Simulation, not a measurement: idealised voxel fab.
process module | voxel plated lines
cross-section cut | 200 nm wide | cells 5 nm
A cross-section is a grid of square cells, given in bands from the top down. A band is one or more rows of cells.
Each band's line starts with the height of the band's top and of its bottom, in nm. Then come its materials from left to right, each with its width in nm. One material with "throughout" fills the band from edge to edge. "air" is empty space.
Height 0 is the level under which the wafer as received is all one material. The lowest band goes on downwards, as in "0 down".
A width such as "30 to 40" changes by the same amount from each row of cells to the next, from the band's top row to its bottom row.
"no change" after a step means that no cell of the cross-section changed.
closed voids: empty space of 8 cells or more with no open way to the top, each as width x height at its distance from the left edge, in nm
after a step's settings: what the simulator itself notes on the step
overlay nm, on a step with a mask: how far to the right of its planned place the mask lay; to the left if negative
plan
1 op RECEIVE | material Si
2 op CONFORMAL_DEP | material Al2O3 | thk nm 10
3 op DIRECTIONAL_DEP | material TiN | thk nm 5
4 op PATTERN | tone open | mask id LINES | material resist | width nm 25 | pitch nm 55 | thk nm 35 | overlay nm 0
5 op EPI | material Ru | thk nm 10
6 op EPI | material Ru | thk nm 5
7 op EPI | material Ru | thk nm 5
8 op STRIP | etch materials resist
9 op DIRECTIONAL_ETCH | etch materials TiN | depth nm 5
10 op CONFORMAL_DEP | material SiN | thk nm 10
as received, after step 1
  0 down: Si throughout
  closed voids: none
a wafer at the end: this start, this plan, one mistake
  40 to 30: air 50 | SiN 45 | air 10 | SiN 45 | air 50
  30 to 15: air 50 | SiN 10 | Ru 25 | SiN 10 | air 10 | SiN 10 | Ru 25 | SiN 10 | air 50
  15 to 10: SiN 60 | Ru 25 | SiN 30 | Ru 25 | SiN 60
  10 to 5: SiN 60 | TiN 25 | SiN 30 | TiN 25 | SiN 60
  5 to 0: Al2O3 throughout
  0 down: Si throughout
  closed voids: none
what went wrong: step 2 ran as: op CONFORMAL_DEP | material Al2O3 | thk nm 5
